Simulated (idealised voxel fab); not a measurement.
Process module in this document: voxel spacer lines
Each square cell in cross-section cut measures 5 nm, and the section as a whole is 230 nm wide.
Cross-section, as written here: a square-cell grid given band by band from the top down, where a band holds one or more rows of cells.
Look at the band entry: it leads with the top's height and the bottom's height in nm. Then it lists the materials left to right, with a width in nm for each. The word "full width" on a single material says that material fills the band edge to edge. The word "blank" is empty space.
Zero point of the height axis is 0; under it, received wafer = one material. Lowest band: continues down indefinitely, "top 0, no bottom".
A width such as "30..40" changes by the same amount from each row of cells to the next, from the band's top row to its bottom row.
Key: "no modification" - step with no changed cell in the cross-section.
"Listed closed voids" - sealed voids, min. 8 cells, no opening to top; format: width x height at distance (distance from left edge; nm throughout).
Post-settings text on a step line: simulator's own remark regarding the step.
The line of a step may include "overlay nm". On a step with a mask, this value is how far to the right of its planned place the mask lay. A negative value means the mask lay to the left.
PROCESS STEPS - PLAN
step 1: RECEIVE,material Si
step 2: CONFORMAL_DEP,material Al2O3,thk nm 10
step 3: DIRECTIONAL_DEP,material polySi,thk nm 20
step 4: DIRECTIONAL_DEP,material aC,thk nm 30
step 5: PATTERN,tone cover,mask id MANDREL,material resist,width nm 20,pitch nm 70,thk nm 35,overlay nm 0
step 6: DIRECTIONAL_ETCH,etch materials aC,depth nm 30
step 7: STRIP,etch materials resist
step 8: CONFORMAL_DEP,material SiO2,thk nm 15
step 9: DIRECTIONAL_ETCH,etch materials SiO2,depth nm 15
step 10: STRIP,etch materials aC
step 11: DIRECTIONAL_ETCH,etch materials polySi,depth nm 20
step 12: STRIP,etch materials SiO2
step 13: FILL_DEP,material SiO2,thk nm 5
step 14: CMP,height nm 30
SO, THE FIRST OF OUR TWO WAFERS, RUN JUST AS WE PLANNED IT
WAFER CROSS-SECTION ON RECEIPT, I.E. AFTER STEP 1
top 0, no bottom | Si full width
Listed closed voids: none
YOU'RE LOOKING AT A CROSS-SECTION OF THE WAFER AFTER STEP 2
top 10, bottom 0 | Al2O3 full width
Unchanged below 0.
YOU'RE LOOKING AT A CROSS-SECTION OF THE WAFER AFTER STEP 3
top 30, bottom 10 | polySi full width
Unchanged below 10.
YOU'RE LOOKING AT A CROSS-SECTION OF THE WAFER AFTER STEP 4
top 60, bottom 30 | aC full width
Unchanged below 30.
YOU'RE LOOKING AT A CROSS-SECTION OF THE WAFER AFTER STEP 5
top 95, bottom 60 | 70 nm blank; 20 nm resist; 50 nm blank; 20 nm resist; 70 nm blank
Unchanged below 60.
YOU'RE LOOKING AT A CROSS-SECTION OF THE WAFER AFTER STEP 6
top 65, bottom 60 | 70 nm blank; 20 nm resist; 50 nm blank; 20 nm resist; 70 nm blank
top 60, bottom 30 | 70 nm blank; 20 nm aC; 50 nm blank; 20 nm aC; 70 nm blank
Unchanged below 30.
YOU'RE LOOKING AT A CROSS-SECTION OF THE WAFER AFTER STEP 7
top 60, bottom 30 | 70 nm blank; 20 nm aC; 50 nm blank; 20 nm aC; 70 nm blank
Unchanged below 30.
YOU'RE LOOKING AT A CROSS-SECTION OF THE WAFER AFTER STEP 8
top 75, bottom 60 | 55 nm blank; 50 nm SiO2; 20 nm blank; 50 nm SiO2; 55 nm blank
top 60, bottom 45 | 55 nm blank; 15 nm SiO2; 20 nm aC; 15 nm SiO2; 20 nm blank; 15 nm SiO2; 20 nm aC; 15 nm SiO2; 55 nm blank
top 45, bottom 30 | 70 nm SiO2; 20 nm aC; 50 nm SiO2; 20 nm aC; 70 nm SiO2
Unchanged below 30.
YOU'RE LOOKING AT A CROSS-SECTION OF THE WAFER AFTER STEP 9
top 60, bottom 30 | 55 nm blank; 15 nm SiO2; 20 nm aC; 15 nm SiO2; 20 nm blank; 15 nm SiO2; 20 nm aC; 15 nm SiO2; 55 nm blank
Unchanged below 30.
YOU'RE LOOKING AT A CROSS-SECTION OF THE WAFER AFTER STEP 10
top 60, bottom 30 | 55 nm blank; 15 nm SiO2; 20 nm blank; 15 nm SiO2; 20 nm blank; 15 nm SiO2; 20 nm blank; 15 nm SiO2; 55 nm blank
Unchanged below 30.
YOU'RE LOOKING AT A CROSS-SECTION OF THE WAFER AFTER STEP 11
top 60, bottom 30 | 55 nm blank; 15 nm SiO2; 20 nm blank; 15 nm SiO2; 20 nm blank; 15 nm SiO2; 20 nm blank; 15 nm SiO2; 55 nm blank
top 30, bottom 10 | 55 nm blank; 15 nm polySi; 20 nm blank; 15 nm polySi; 20 nm blank; 15 nm polySi; 20 nm blank; 15 nm polySi; 55 nm blank
Unchanged below 10.
YOU'RE LOOKING AT A CROSS-SECTION OF THE WAFER AFTER STEP 12
top 30, bottom 10 | 55 nm blank; 15 nm polySi; 20 nm blank; 15 nm polySi; 20 nm blank; 15 nm polySi; 20 nm blank; 15 nm polySi; 55 nm blank
Unchanged below 10.
YOU'RE LOOKING AT A CROSS-SECTION OF THE WAFER AFTER STEP 13
top 35, bottom 30 | SiO2 full width
top 30, bottom 10 | 55 nm SiO2; 15 nm polySi; 20 nm SiO2; 15 nm polySi; 20 nm SiO2; 15 nm polySi; 20 nm SiO2; 15 nm polySi; 55 nm SiO2
Unchanged below 10.
YOU'RE LOOKING AT A CROSS-SECTION OF THE WAFER AFTER STEP 14
top 30, bottom 10 | 55 nm SiO2; 15 nm polySi; 20 nm SiO2; 15 nm polySi; 20 nm SiO2; 15 nm polySi; 20 nm SiO2; 15 nm polySi; 55 nm SiO2
Unchanged below 10.
NOW THE OTHER WAFER: SAME START, SAME RECIPE, BUT WE MESSED UP ONE THING WHEN RUNNING IT. UP TO AND INCLUDING STEP 13 IT'S THE SAME AS THE FIRST ONE
SECOND WAFER, CUT VIEW, END OF STEP 14 PER PLAN
top 20, bottom 10 | 55 nm SiO2; 15 nm polySi; 20 nm SiO2; 15 nm polySi; 20 nm SiO2; 15 nm polySi; 20 nm SiO2; 15 nm polySi; 55 nm SiO2
Unchanged below 10.
The plan and the run diverged here: step 14 was run on a setting that differed from the plan, and what really ran there is CMP,height nm 20
Bottom line after processing is that, in cells, the second wafer is up or down on some materials versus the first: SiO2: 68 fewer, polySi: 24 fewer
